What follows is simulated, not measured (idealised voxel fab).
Presented below is a process module, voxel self aligned vias.
The cross-section on display is named cut; it measures 285 nm wide, and its cells are 5 nm squares.
This document writes a cross-section as a grid whose cells are square, and gives it as bands, listed from the top down; one or more rows of cells form a band. The band entry comprises the height of the band's top followed by the height of its bottom, expressed in nm, and subsequently the band's materials from left to right, each stated together with its width in nm. Where a single material is marked with the word "edge to edge", that material fills the band from edge to edge. The word "air" represents empty space. Zero point of the height axis is 0; under it, received wafer = one material. Lowest band: continues down indefinitely, "0 -> down". Read "30->40" as a graded width: first number on top, second number at the bottom, same change between each pair of neighbouring rows. The designation "nothing was modified", where it is given for a processing step, indicates that no cell of the cross-section was altered in the course of that step. Empty spaces counting at least 8 cells and having no open way to the top are listed in "Sealed cavities". The notation width x height at distance is used for each, the distance being from the left edge and all three values in nm. Where a step's line continues beyond its settings, the continuation is a remark by the simulator itself on that step. "overlay nm" denotes, for a step that has a mask, the displacement of the mask to the right of its planned place, with negative values corresponding to the left.
Planned process steps:
step 1: RECEIVE, material Si
step 2: CONFORMAL_DEP, material SiO2, thk nm 15
step 3: CONFORMAL_DEP, material SiCN, thk nm 5
step 4: DIRECTIONAL_DEP, material lowk, thk nm 25
step 5: PATTERN, tone open, mask id LINES, material resist, width nm 30, pitch nm 70, thk nm 20, overlay nm 0
step 6: DIRECTIONAL_ETCH, etch materials lowk, depth nm 25
step 7: STRIP, etch materials resist
step 8: CONFORMAL_DEP, material TiN, thk nm 5
step 9: FILL_DEP, material Ru, thk nm 10
step 10: CMP, height nm 45
step 11: SELECTIVE_ETCH, etch materials W Ru TiN, depth nm 5
step 12: FILL_DEP, material SiN, thk nm 10
step 13: CMP, height nm 45
step 14: DIRECTIONAL_DEP, material lowk, thk nm 20
step 15: PATTERN, tone open, mask id VIAS, material resist, width nm 40, pitch nm 70, thk nm 15, overlay nm 0
step 16: DIRECTIONAL_ETCH, etch materials lowk, depth nm 20
step 17: DIRECTIONAL_ETCH, etch materials SiN, depth nm 5
step 18: STRIP, etch materials resist
step 19: CONFORMAL_DEP, material TiN, thk nm 5
step 20: FILL_DEP, material Cu, thk nm 10
step 21: CMP, height nm 65
step 22: CONFORMAL_DEP, material SiN, thk nm 5
Received-state cross-section, reflecting completion of step 1:
* 0 -> down: Si edge to edge
* Sealed cavities: none
Cross-section: first of two wafers, module finished, run according to plan:
* 70 -> 65: SiN edge to edge
* 65 -> 50: lowk (85)  TiN (5)  Cu (30)  TiN (5)  lowk (30)  TiN (5)  Cu (30)  TiN (5)  lowk (90)
* 50 -> 45: lowk (85)  TiN (10)  Cu (20)  TiN (10)  lowk (30)  TiN (10)  Cu (20)  TiN (10)  lowk (90)
* 45 -> 40: lowk (90)  TiN (30)  lowk (40)  TiN (30)  lowk (95)
* 40 -> 25: lowk (90)  TiN (5)  Ru (20)  TiN (5)  lowk (40)  TiN (5)  Ru (20)  TiN (5)  lowk (95)
* 25 -> 20: lowk (90)  TiN (30)  lowk (40)  TiN (30)  lowk (95)
* 20 -> 15: SiCN edge to edge
* 15 -> 0: SiO2 edge to edge
* 0 -> down: Si edge to edge
* Sealed cavities: none
Wafer two, end of module, cross-section. Same start, same plan as wafer one. One mistake in the run:
* 70 -> 65: SiN edge to edge
* 65 -> 45: W edge to edge
* 45 -> 40: lowk (90)  SiN (30)  lowk (40)  SiN (30)  lowk (95)
* 40 -> 25: lowk (90)  TiN (5)  Ru (20)  TiN (5)  lowk (40)  TiN (5)  Ru (20)  TiN (5)  lowk (95)
* 25 -> 20: lowk (90)  TiN (30)  lowk (40)  TiN (30)  lowk (95)
* 20 -> 15: SiCN edge to edge
* 15 -> 0: SiO2 edge to edge
* 0 -> down: Si edge to edge
* Sealed cavities: none
Nonconformance to the process plan: step 14 was processed under conditions differing from the plan, specifically as DIRECTIONAL_DEP, material W, thk nm 20
Counted in cells at the end, the second wafer holds more or fewer of these materials than the first: Cu -44, SiN +12, TiN -32, W +228, lowk -164
